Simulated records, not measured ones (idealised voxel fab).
The process module presented herein is designated voxel self aligned vias.
Cross-section cut: width 270 nm, square cells of 5 nm.
We lay out every cross-section as a grid of square cells and spell it out in bands from the top down, where one band means one or more rows of cells. Band: top and bottom heights (nm) first, top before bottom; then materials from left to right, widths in nm. "edge to edge" marks a sole material filling the band edge to edge. "air" denotes empty space. The reference from which all heights are counted is 0, the level beneath which the as-received wafer is entirely one material; the lowest band, having no lower bound, proceeds downward and is written after the example "0 and below". It should be noted that a width expressed as "30..40" varies in equal increments from row to row of cells within the band, taking the value of the first number at the top row and that of the second number at the bottom row. The cross-section has no changed cell in any step marked "no modifications". If an empty space has no open way to the top and is at least 8 cells in size, "Closed void inventory" lists it, written width x height at distance, where distance is measured from the left edge and every value is in nm. after a step's settings: what the simulator itself notes on the step. If you see "overlay nm" on a step's line and that step has a mask, it's telling you how far right of where it was planned the mask ended up; a negative number means it went left instead.

Process steps foreseen in the plan
1. RECEIVE [material Si]
2. CONFORMAL_DEP [material SiO2] [thk nm 15]
3. CONFORMAL_DEP [material SiCN] [thk nm 5]
4. DIRECTIONAL_DEP [material lowk] [thk nm 30]
5. DIRECTIONAL_DEP [material aC] [thk nm 10]
6. PATTERN [tone open] [mask id LINES] [material resist] [width nm 20] [pitch nm 50] [thk nm 30] [overlay nm 0]
7. DIRECTIONAL_ETCH [etch materials aC] [depth nm 10]
8. STRIP [etch materials resist]
9. DIRECTIONAL_ETCH [etch materials lowk] [depth nm 30]
10. STRIP [etch materials aC]
11. CONFORMAL_DEP [material TiN] [thk nm 5]
12. FILL_DEP [material Ru] [thk nm 10]
13. CMP [height nm 50]
14. SELECTIVE_ETCH [etch materials W Ru TiN] [depth nm 10]
15. FILL_DEP [material SiN] [thk nm 5]
16. CMP [height nm 50]
17. DIRECTIONAL_DEP [material lowk] [thk nm 20]
18. DIRECTIONAL_DEP [material aC] [thk nm 15]
19. PATTERN [tone open] [mask id VIAS] [material resist] [width nm 30] [pitch nm 50] [thk nm 35] [overlay nm 0]
20. DIRECTIONAL_ETCH [etch materials aC] [depth nm 15]
21. STRIP [etch materials resist]
22. DIRECTIONAL_ETCH [etch materials lowk] [depth nm 20]
23. DIRECTIONAL_ETCH [etch materials SiN] [depth nm 10]
24. STRIP [etch materials aC]
25. CONFORMAL_DEP [material TiN] [thk nm 5]
26. FILL_DEP [material W] [thk nm 10]
27. CMP [height nm 70]
28. CONFORMAL_DEP [material SiN] [thk nm 5]

First out of two wafers; run went to plan

as received, after step 1
	0 and below  Si edge to edge
	Closed void inventory: none

Cross-section of the wafer after step 2
	15 down to 0  SiO2 edge to edge
	Unchanged below 0.

Cross-section of the wafer after step 3
	20 down to 15  SiCN edge to edge
	Unchanged below 15.

Cross-section of the wafer after step 4
	50 down to 20  lowk edge to edge
	Unchanged below 20.

Cross-section of the wafer after step 5
	60 down to 50  aC edge to edge
	Unchanged below 50.

Cross-section of the wafer after step 6
	90 down to 60  resist: 100 / air: 20 / resist: 30 / air: 20 / resist: 100
	Unchanged below 60.

Cross-section of the wafer after step 7
	80 down to 60  resist: 100 / air: 20 / resist: 30 / air: 20 / resist: 100
	60 down to 50  aC: 100 / air: 20 / aC: 30 / air: 20 / aC: 100
	Unchanged below 50.

Cross-section of the wafer after step 8
	60 down to 50  aC: 100 / air: 20 / aC: 30 / air: 20 / aC: 100
	Unchanged below 50.

Cross-section of the wafer after step 9
	60 down to 50  aC: 100 / air: 20 / aC: 30 / air: 20 / aC: 100
	50 down to 20  lowk: 100 / air: 20 / lowk: 30 / air: 20 / lowk: 100
	Unchanged below 20.

Cross-section of the wafer after step 10
	50 down to 20  lowk: 100 / air: 20 / lowk: 30 / air: 20 / lowk: 100
	Unchanged below 20.

Cross-section of the wafer after step 11
	55 down to 50  TiN: 105 / air: 10 / TiN: 40 / air: 10 / TiN: 105
	50 down to 25  lowk: 100 / TiN: 5 / air: 10 / TiN: 5 / lowk: 30 / TiN: 5 / air: 10 / TiN: 5 / lowk: 100
	25 down to 20  lowk: 100 / TiN: 20 / lowk: 30 / TiN: 20 / lowk: 100
	Unchanged below 20.

Cross-section of the wafer after step 12
	65 down to 55  Ru edge to edge
	55 down to 50  TiN: 105 / Ru: 10 / TiN: 40 / Ru: 10 / TiN: 105
	50 down to 25  lowk: 100 / TiN: 5 / Ru: 10 / TiN: 5 / lowk: 30 / TiN: 5 / Ru: 10 / TiN: 5 / lowk: 100
	Unchanged below 25.

Cross-section of the wafer after step 13
	50 down to 25  lowk: 100 / TiN: 5 / Ru: 10 / TiN: 5 / lowk: 30 / TiN: 5 / Ru: 10 / TiN: 5 / lowk: 100
	Unchanged below 25.

Cross-section of the wafer after step 14
	50 down to 40  lowk: 100 / air: 20 / lowk: 30 / air: 20 / lowk: 100
	Unchanged below 40.

Cross-section of the wafer after step 15
	55 down to 50  SiN edge to edge
	50 down to 40  lowk: 100 / SiN: 20 / lowk: 30 / SiN: 20 / lowk: 100
	Unchanged below 40.

Cross-section of the wafer after step 16
	50 down to 40  lowk: 100 / SiN: 20 / lowk: 30 / SiN: 20 / lowk: 100
	Unchanged below 40.

Cross-section of the wafer after step 17
	70 down to 50  lowk edge to edge
	Unchanged below 50.

Cross-section of the wafer after step 18
	85 down to 70  aC edge to edge
	Unchanged below 70.

Cross-section of the wafer after step 19
	120 down to 85  resist: 95 / air: 30 / resist: 20 / air: 30 / resist: 95
	Unchanged below 85.

Cross-section of the wafer after step 20
	105 down to 85  resist: 95 / air: 30 / resist: 20 / air: 30 / resist: 95
	85 down to 70  aC: 95 / air: 30 / aC: 20 / air: 30 / aC: 95
	Unchanged below 70.

Cross-section of the wafer after step 21
	85 down to 70  aC: 95 / air: 30 / aC: 20 / air: 30 / aC: 95
	Unchanged below 70.

Cross-section of the wafer after step 22
	85 down to 70  aC: 95 / air: 30 / aC: 20 / air: 30 / aC: 95
	70 down to 50  lowk: 95 / air: 30 / lowk: 20 / air: 30 / lowk: 95
	Unchanged below 50.

Cross-section of the wafer after step 23
	85 down to 70  aC: 95 / air: 30 / aC: 20 / air: 30 / aC: 95
	70 down to 50  lowk: 95 / air: 30 / lowk: 20 / air: 30 / lowk: 95
	50 down to 40  lowk: 100 / air: 20 / lowk: 30 / air: 20 / lowk: 100
	Unchanged below 40.

Cross-section of the wafer after step 24
	70 down to 50  lowk: 95 / air: 30 / lowk: 20 / air: 30 / lowk: 95
	Unchanged below 50.

Cross-section of the wafer after step 25
	75 down to 70  TiN: 100 / air: 20 / TiN: 30 / air: 20 / TiN: 100
	70 down to 55  lowk: 95 / TiN: 5 / air: 20 / TiN: 5 / lowk: 20 / TiN: 5 / air: 20 / TiN: 5 / lowk: 95
	55 down to 45  lowk: 95..100 / TiN: 10..5 / air: 10 / TiN: 10..5 / lowk: 20..30 / TiN: 10..5 / air: 10 / TiN: 10..5 / lowk: 95..100
	45 down to 40  lowk: 100 / TiN: 20 / lowk: 30 / TiN: 20 / lowk: 100
	Unchanged below 40.

Cross-section of the wafer after step 26
	85 down to 75  W edge to edge
	75 down to 70  TiN: 100 / W: 20 / TiN: 30 / W: 20 / TiN: 100
	70 down to 55  lowk: 95 / TiN: 5 / W: 20 / TiN: 5 / lowk: 20 / TiN: 5 / W: 20 / TiN: 5 / lowk: 95
	55 down to 45  lowk: 95..100 / TiN: 10..5 / W: 10 / TiN: 10..5 / lowk: 20..30 / TiN: 10..5 / W: 10 / TiN: 10..5 / lowk: 95..100
	Unchanged below 45.

Cross-section of the wafer after step 27
	70 down to 55  lowk: 95 / TiN: 5 / W: 20 / TiN: 5 / lowk: 20 / TiN: 5 / W: 20 / TiN: 5 / lowk: 95
	Unchanged below 55.

Cross-section of the wafer after step 28
	75 down to 70  SiN edge to edge
	Unchanged below 70.

The remaining wafer, second of the two, started like the first and was run to the same plan, except that one mistake was made along the way; the two coincide through step 21, inclusive

Second wafer profile in section, at the moment step 22 of the plan was meant to be complete
	85 down to 70  aC: 95 / air: 30 / aC: 20 / air: 30 / aC: 95
	70 down to 50  lowk: 95 / air: 30 / lowk: 20 / air: 30 / lowk: 95
	50 down to 40  lowk: 95 / air: 5 / SiN: 20 / air: 5 / lowk: 20 / air: 5 / SiN: 20 / air: 5 / lowk: 95
	40 down to 30  lowk: 95 / air: 5 / TiN: 5 / Ru: 10 / TiN: 5 / air: 5 / lowk: 20 / air: 5 / TiN: 5 / Ru: 10 / TiN: 5 / air: 5 / lowk: 95
	Unchanged below 30.

Second wafer profile in section, at the moment step 23 of the plan was meant to be complete
	85 down to 70  aC: 95 / air: 30 / aC: 20 / air: 30 / aC: 95
	70 down to 40  lowk: 95 / air: 30 / lowk: 20 / air: 30 / lowk: 95
	Unchanged below 40.

Second wafer profile in section, at the moment step 24 of the plan was meant to be complete
	70 down to 40  lowk: 95 / air: 30 / lowk: 20 / air: 30 / lowk: 95
	Unchanged below 40.

Second wafer profile in section, at the moment step 25 of the plan was meant to be complete
	75 down to 70  TiN: 100 / air: 20 / TiN: 30 / air: 20 / TiN: 100
	70 down to 45  lowk: 95 / TiN: 5 / air: 20 / TiN: 5 / lowk: 20 / TiN: 5 / air: 20 / TiN: 5 / lowk: 95
	45 down to 40  lowk: 95 / TiN: 30 / lowk: 20 / TiN: 30 / lowk: 95
	40 down to 30  lowk: 95 / TiN: 10 / Ru: 10 / TiN: 10 / lowk: 20 / TiN: 10 / Ru: 10 / TiN: 10 / lowk: 95
	Unchanged below 30.

Second wafer profile in section, at the moment step 26 of the plan was meant to be complete
	85 down to 75  W edge to edge
	75 down to 70  TiN: 100 / W: 20 / TiN: 30 / W: 20 / TiN: 100
	70 down to 45  lowk: 95 / TiN: 5 / W: 20 / TiN: 5 / lowk: 20 / TiN: 5 / W: 20 / TiN: 5 / lowk: 95
	Unchanged below 45.

Second wafer profile in section, at the moment step 27 of the plan was meant to be complete
	70 down to 45  lowk: 95 / TiN: 5 / W: 20 / TiN: 5 / lowk: 20 / TiN: 5 / W: 20 / TiN: 5 / lowk: 95
	Unchanged below 45.

Second wafer profile in section, at the moment step 28 of the plan was meant to be complete
	75 down to 70  SiN edge to edge
	Unchanged below 70.
what went wrong: execution of plan step 22 occurred twice
In the final state, the cell counts of the second wafer exceed or fall short of those of the first for the following materials: +8 TiN, +8 W, -16 lowk
